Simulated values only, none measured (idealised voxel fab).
Proc. module: voxel double patterning
We display cut, a cross-section 260 nm in width whose square cells are each 5 nm.
Just so we're on the same page, the cross-sections are grids of square cells, and they're listed out in bands top to bottom, each band one or more rows deep. The entry gives the band's vertical extent as a top height and a bottom height in nm, then its horizontal make-up as materials from left to right, each with a width in nm. "empty" stands for empty space; a single material marked "throughout" fills the band edge to edge. Measure heights from 0. That's the level where, below it, the as-received wafer is all one material. The lowest band is bottomless and extends downward; write it as in "0..down". The two numbers in a width such as "30->40" mark its ends across the band: the first belongs to the top row of cells, the second to the bottom row, and from each row to the next the width moves by the same amount. The cross-section has no changed cell in any step marked "nothing altered". Under "Closed voids list" you'll find the enclosed gaps, the ones with no way out to the top, that are 8 cells or bigger; each reads width x height at distance, with distance counted from the left edge, everything in nm. Where a step's line continues beyond its settings, the continuation is a remark by the simulator itself on that step. A step line may carry the setting "overlay nm", which, for steps involving a mask, states the distance by which the mask lay to the right of its intended position; negative values denote displacement to the left.

plan:
step 1: RECEIVE | material Si
step 2: CONFORMAL_DEP | material SiO2 | thk nm 5
step 3: DIRECTIONAL_DEP | material TiN | thk nm 10
step 4: DIRECTIONAL_DEP | material SiCN | thk nm 10
step 5: DIRECTIONAL_DEP | material aC | thk nm 10
step 6: PATTERN | tone open | mask id FIRST | material resist | width nm 15 | pitch nm 50 | thk nm 30 | overlay nm 0
step 7: DIRECTIONAL_ETCH | etch materials aC | depth nm 10
step 8: STRIP | etch materials resist
step 9: DIRECTIONAL_ETCH | etch materials SiCN | depth nm 10
step 10: STRIP | etch materials aC
step 11: PATTERN | tone open | mask id SECOND | material resist | width nm 15 | thk nm 15 | overlay nm 0
step 12: DIRECTIONAL_ETCH | etch materials SiCN | depth nm 10
step 13: STRIP | etch materials resist
step 14: DIRECTIONAL_ETCH | etch materials TiN | depth nm 10
step 15: STRIP | etch materials SiCN

First wafer of two (run as planned):

The cross-section here shows the wafer as received, i.e. in its state after step 1:
    0..down = Si throughout
    Closed voids list: none

So this is the wafer cross-section right after step 2:
    5..0 = SiO2 throughout
    Below 0, the layers are the same as they were.

So this is the wafer cross-section right after step 3:
    15..5 = TiN throughout
    Below 5, the layers are the same as they were.

So this is the wafer cross-section right after step 4:
    25..15 = SiCN throughout
    Below 15, the layers are the same as they were.

So this is the wafer cross-section right after step 5:
    35..25 = aC throughout
    Below 25, the layers are the same as they were.

So this is the wafer cross-section right after step 6:
    65..35 = 95 resist  15 empty  35 resist  15 empty  100 resist
    Below 35, the layers are the same as they were.

So this is the wafer cross-section right after step 7:
    55..35 = 95 resist  15 empty  35 resist  15 empty  100 resist
    35..25 = 95 aC  15 empty  35 aC  15 empty  100 aC
    Below 25, the layers are the same as they were.

So this is the wafer cross-section right after step 8:
    35..25 = 95 aC  15 empty  35 aC  15 empty  100 aC
    Below 25, the layers are the same as they were.

So this is the wafer cross-section right after step 9:
    35..25 = 95 aC  15 empty  35 aC  15 empty  100 aC
    25..15 = 95 SiCN  15 empty  35 SiCN  15 empty  100 SiCN
    Below 15, the layers are the same as they were.

So this is the wafer cross-section right after step 10:
    25..15 = 95 SiCN  15 empty  35 SiCN  15 empty  100 SiCN
    Below 15, the layers are the same as they were.

So this is the wafer cross-section right after step 11:
    40..25 = 120 resist  15 empty  125 resist
    25..15 = 95 SiCN  15 resist  35 SiCN  15 resist  100 SiCN
    Below 15, the layers are the same as they were.

So this is the wafer cross-section right after step 12:
    40..25 = 120 resist  15 empty  125 resist
    25..15 = 95 SiCN  15 resist  10 SiCN  15 empty  10 SiCN  15 resist  100 SiCN
    Below 15, the layers are the same as they were.

So this is the wafer cross-section right after step 13:
    25..15 = 95 SiCN  15 empty  10 SiCN  15 empty  10 SiCN  15 empty  100 SiCN
    Below 15, the layers are the same as they were.

So this is the wafer cross-section right after step 14:
    25..15 = 95 SiCN  15 empty  10 SiCN  15 empty  10 SiCN  15 empty  100 SiCN
    15..5 = 95 TiN  15 empty  10 TiN  15 empty  10 TiN  15 empty  100 TiN
    Below 5, the layers are the same as they were.

So this is the wafer cross-section right after step 15:
    15..5 = 95 TiN  15 empty  10 TiN  15 empty  10 TiN  15 empty  100 TiN
    Below 5, the layers are the same as they were.

Okay, second wafer. Nothing different at the start, nothing different in the plan, just one mistake somewhere in the running. As far as step 1, counting that step, it's the first wafer all over again:

Second wafer: cross-section at the scheduled end of step 2: nothing altered

Second wafer: cross-section at the scheduled end of step 3:
    10..0 = TiN throughout
    Below 0, the layers are the same as they were.

Second wafer: cross-section at the scheduled end of step 4:
    20..10 = SiCN throughout
    Below 10, the layers are the same as they were.

Second wafer: cross-section at the scheduled end of step 5:
    30..20 = aC throughout
    Below 20, the layers are the same as they were.

Second wafer: cross-section at the scheduled end of step 6:
    60..30 = 95 resist  15 empty  35 resist  15 empty  100 resist
    Below 30, the layers are the same as they were.

Second wafer: cross-section at the scheduled end of step 7:
    50..30 = 95 resist  15 empty  35 resist  15 empty  100 resist
    30..20 = 95 aC  15 empty  35 aC  15 empty  100 aC
    Below 20, the layers are the same as they were.

Second wafer: cross-section at the scheduled end of step 8:
    30..20 = 95 aC  15 empty  35 aC  15 empty  100 aC
    Below 20, the layers are the same as they were.

Second wafer: cross-section at the scheduled end of step 9:
    30..20 = 95 aC  15 empty  35 aC  15 empty  100 aC
    20..10 = 95 SiCN  15 empty  35 SiCN  15 empty  100 SiCN
    Below 10, the layers are the same as they were.

Second wafer: cross-section at the scheduled end of step 10:
    20..10 = 95 SiCN  15 empty  35 SiCN  15 empty  100 SiCN
    Below 10, the layers are the same as they were.

Second wafer: cross-section at the scheduled end of step 11:
    35..20 = 120 resist  15 empty  125 resist
    20..10 = 95 SiCN  15 resist  35 SiCN  15 resist  100 SiCN
    Below 10, the layers are the same as they were.

Second wafer: cross-section at the scheduled end of step 12:
    35..20 = 120 resist  15 empty  125 resist
    20..10 = 95 SiCN  15 resist  10 SiCN  15 empty  10 SiCN  15 resist  100 SiCN
    Below 10, the layers are the same as they were.

Second wafer: cross-section at the scheduled end of step 13:
    20..10 = 95 SiCN  15 empty  10 SiCN  15 empty  10 SiCN  15 empty  100 SiCN
    Below 10, the layers are the same as they were.

Second wafer: cross-section at the scheduled end of step 14:
    20..10 = 95 SiCN  15 empty  10 SiCN  15 empty  10 SiCN  15 empty  100 SiCN
    10..0 = 95 TiN  15 empty  10 TiN  15 empty  10 TiN  15 empty  100 TiN
    Below 0, the layers are the same as they were.

Second wafer: cross-section at the scheduled end of step 15:
    10..0 = 95 TiN  15 empty  10 TiN  15 empty  10 TiN  15 empty  100 TiN
    Below 0, the layers are the same as they were.
Deviation from plan: execution of step 2 of the plan did not take place, the step having been omitted
Once processing is complete, comparing cell counts shows that the second wafer has more or fewer of certain materials than the first: SiO2 -52
